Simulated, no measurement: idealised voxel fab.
process module | voxel wiring stack
cross-section cut | 160 nm wide | cells 5 nm
A cross-section is a grid of square cells, given in bands from the top down. A band is one or more rows of cells.
Each band's line starts with the height of the band's top and of its bottom, in nm. Then come its materials from left to right, each with its width in nm. One material with "throughout" fills the band from edge to edge. "air" is empty space.
Height 0 is the level under which the wafer as received is all one material. The lowest band goes on downwards, as in "0 down".
A width such as "30 to 40" changes by the same amount from each row of cells to the next, from the band's top row to its bottom row.
"no change" after a step means that no cell of the cross-section changed.
closed voids: empty space of 8 cells or more with no open way to the top, each as width x height at its distance from the left edge, in nm
after a step's settings: what the simulator itself notes on the step
overlay nm, on a step with a mask: how far to the right of its planned place the mask lay; to the left if negative
plan
1 op RECEIVE | material Si
2 op CONFORMAL_DEP | material SiO2 | thk nm 10
3 op DIRECTIONAL_DEP | material TiN | thk nm 5
4 op DIRECTIONAL_DEP | material W | thk nm 15
5 op PATTERN | tone cover | mask id METAL_1 | material resist | width nm 20 | pitch nm 35 | thk nm 15 | overlay nm 0
6 op DIRECTIONAL_ETCH | etch materials W | depth nm 15
7 op DIRECTIONAL_ETCH | etch materials TiN | depth nm 5
8 op STRIP | etch materials resist
9 op CONFORMAL_DEP | material SiCN | thk nm 5
10 op FILL_DEP | material lowk | thk nm 5
11 op CMP | height nm 30
12 op CONFORMAL_DEP | material SiCN | thk nm 5
13 op DIRECTIONAL_DEP | material lowk | thk nm 35
14 op DIRECTIONAL_DEP | material aC | thk nm 10
15 op PATTERN | tone open | mask id METAL_2 | material resist | width nm 20 | pitch nm 35 | thk nm 30 | overlay nm 0
16 op DIRECTIONAL_ETCH | etch materials aC | depth nm 10
17 op STRIP | etch materials resist
18 op DIRECTIONAL_ETCH | etch materials lowk | depth nm 20
19 op STRIP | etch materials aC
20 op DIRECTIONAL_DEP | material aC | thk nm 10
21 op PATTERN | tone open | mask id METAL_2_HOLES | material resist | width nm 15 | thk nm 30 | overlay nm 0
22 op DIRECTIONAL_ETCH | etch materials aC | depth nm 10
23 op STRIP | etch materials resist
24 op DIRECTIONAL_ETCH | etch materials lowk | depth nm 15
25 op DIRECTIONAL_ETCH | etch materials SiCN | depth nm 5
26 op STRIP | etch materials aC
27 op CONFORMAL_DEP | material TiN | thk nm 5
28 op FILL_DEP | material Cu | thk nm 10
29 op CMP | height nm 70
30 op CONFORMAL_DEP | material SiCN | thk nm 5
31 op DIRECTIONAL_DEP | material SiO2 | thk nm 25
32 op DIRECTIONAL_DEP | material aC | thk nm 10
33 op PATTERN | tone open | mask id METAL_3_HOLES | material resist | width nm 15 | pitch nm 35 | thk nm 30 | overlay nm 0
34 op DIRECTIONAL_ETCH | etch materials aC | depth nm 10
35 op STRIP | etch materials resist
36 op DIRECTIONAL_ETCH | etch materials SiO2 | depth nm 25
37 op STRIP | etch materials aC
38 op PATTERN | tone open | mask id METAL_3 | material resist | width nm 20 | pitch nm 35 | thk nm 15 | overlay nm 0
39 op DIRECTIONAL_ETCH | etch materials SiO2 | depth nm 15
40 op DIRECTIONAL_ETCH | etch materials SiCN | depth nm 5
41 op STRIP | etch materials resist
42 op CONFORMAL_DEP | material TiN | thk nm 5
43 op FILL_DEP | material Ru | thk nm 5
44 op CMP | height nm 100
45 op CONFORMAL_DEP | material SiCN | thk nm 5
varied across the wafers: width nm of step 21. The plan shows the first wafer's value. All wafers start alike
first wafer as received, after step 1
  0 down: Si throughout
  closed voids: none
each wafer at the end: cells of each material gained (+) or lost (-) since it was received, then its closed voids
width nm 15 | +16 Cu | +14 Ru | +123 SiCN | +188 SiO2 | +64 TiN | +24 W | +243 lowk | closed voids: none
width nm 20 | +20 Cu | +14 Ru | +122 SiCN | +188 SiO2 | +64 TiN | +24 W | +240 lowk | closed voids: none
width nm 25 | +22 Cu | +14 Ru | +122 SiCN | +188 SiO2 | +65 TiN | +24 W | +237 lowk | closed voids: none
width nm 30 | +24 Cu | +14 Ru | +122 SiCN | +188 SiO2 | +66 TiN | +24 W | +234 lowk | closed voids: none
